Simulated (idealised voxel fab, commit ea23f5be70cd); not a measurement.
process module | voxel self aligned vias
cross-section cut | 230 nm wide | cells 5 nm
A cross-section is a grid of square cells, given in bands from the top down. A band is one or more rows of cells.
Each band's line starts with the height of the band's top and of its bottom, in nm. Then come its materials from left to right, each with its width in nm. One material with "throughout" fills the band from edge to edge. "air" is empty space.
Height 0 is the level under which the wafer as received is all one material. The lowest band goes on downwards, as in "0 down".
A width such as "30 to 40" changes by the same amount from each row of cells to the next, from the band's top row to its bottom row.
"no change" after a step means that no cell of the cross-section changed.
closed voids: empty space of 8 cells or more with no open way to the top, each as width x height at its distance from the left edge, in nm
after a step's settings: what the simulator itself notes on the step
overlay nm, on a step with a mask: how far to the right of its planned place the mask lay; to the left if negative
plan
1 op RECEIVE | material Si
2 op CONFORMAL_DEP | material SiO2 | thk nm 10
3 op CONFORMAL_DEP | material SiCN | thk nm 5
4 op DIRECTIONAL_DEP | material SiO2 | thk nm 30
5 op DIRECTIONAL_DEP | material aC | thk nm 15
6 op PATTERN | tone open | mask id LINES | material resist | width nm 25 | pitch nm 55 | thk nm 30 | overlay nm 0
7 op DIRECTIONAL_ETCH | etch materials aC | depth nm 15
8 op STRIP | etch materials resist
9 op DIRECTIONAL_ETCH | etch materials SiO2 | depth nm 30
10 op STRIP | etch materials aC
11 op CONFORMAL_DEP | material TiN | thk nm 5
12 op FILL_DEP | material W | thk nm 5
13 op CMP | height nm 45
14 op SELECTIVE_ETCH | etch materials W Ru TiN | depth nm 10
15 op FILL_DEP | material SiN | thk nm 5
16 op CMP | height nm 45
17 op DIRECTIONAL_DEP | material SiO2 | thk nm 15
18 op DIRECTIONAL_DEP | material aC | thk nm 10
19 op PATTERN | tone open | mask id VIAS | material resist | width nm 35 | pitch nm 55 | thk nm 25 | overlay nm 0
20 op DIRECTIONAL_ETCH | etch materials aC | depth nm 10
21 op STRIP | etch materials resist
22 op DIRECTIONAL_ETCH | etch materials SiO2 | depth nm 15
23 op DIRECTIONAL_ETCH | etch materials SiN | depth nm 10
24 op STRIP | etch materials aC
25 op CONFORMAL_DEP | material TiN | thk nm 5
26 op FILL_DEP | material Ru | thk nm 5
27 op CMP | height nm 60
28 op CONFORMAL_DEP | material SiCN | thk nm 5
as received, after step 1
  0 down: Si throughout
  closed voids: none
first wafer at the end, as planned
  65 to 60: SiCN throughout
  60 to 50: SiO2 40 | TiN 5 | Ru 25 | TiN 5 | SiO2 20 | TiN 5 | Ru 25 | TiN 5 | SiO2 20 | TiN 5 | Ru 25 | TiN 5 | SiO2 45
  50 to 40: SiO2 40 to 45 | TiN 10 to 5 | Ru 15 | TiN 10 to 5 | SiO2 20 to 30 | TiN 10 to 5 | Ru 15 | TiN 10 to 5 | SiO2 20 to 30 | TiN 10 to 5 | Ru 15 | TiN 10 to 5 | SiO2 45 to 50
  40 to 35: SiO2 45 | TiN 25 | SiO2 30 | TiN 25 | SiO2 30 | TiN 25 | SiO2 50
  35 to 20: SiO2 45 | TiN 5 | W 15 | TiN 5 | SiO2 30 | TiN 5 | W 15 | TiN 5 | SiO2 30 | TiN 5 | W 15 | TiN 5 | SiO2 50
  20 to 15: SiO2 45 | TiN 25 | SiO2 30 | TiN 25 | SiO2 30 | TiN 25 | SiO2 50
  15 to 10: SiCN throughout
  10 to 0: SiO2 throughout
  0 down: Si throughout
  closed voids: none
second wafer at the end: like start, like plan, one mistake
  65 to 60: SiCN throughout
  60 to 45: SiO2 40 | TiN 5 | Ru 25 | TiN 5 | SiO2 20 | TiN 5 | Ru 25 | TiN 5 | SiO2 20 | TiN 5 | Ru 25 | TiN 5 | SiO2 45
  45 to 40: SiN 40 | TiN 10 | Ru 15 | TiN 10 | SiN 20 | TiN 10 | Ru 15 | TiN 10 | SiN 20 | TiN 10 | Ru 15 | TiN 10 | SiN 45
  40 to 35: SiO2 45 | TiN 25 | SiO2 30 | TiN 25 | SiO2 30 | TiN 25 | SiO2 50
  35 to 15: SiO2 45 | TiN 5 | W 15 | TiN 5 | SiO2 30 | TiN 5 | W 15 | TiN 5 | SiO2 30 | TiN 5 | W 15 | TiN 5 | SiO2 50
  15 to 10: SiO2 45 | TiN 25 | SiO2 30 | TiN 25 | SiO2 30 | TiN 25 | SiO2 50
  10 to 0: SiO2 throughout
  0 down: Si throughout
  closed voids: none
what went wrong: step 3 was left out
at the end the second wafer has, in cells: 6 more of Ru | 46 fewer of SiCN | 25 more of SiN | 6 more of TiN | 9 more of W
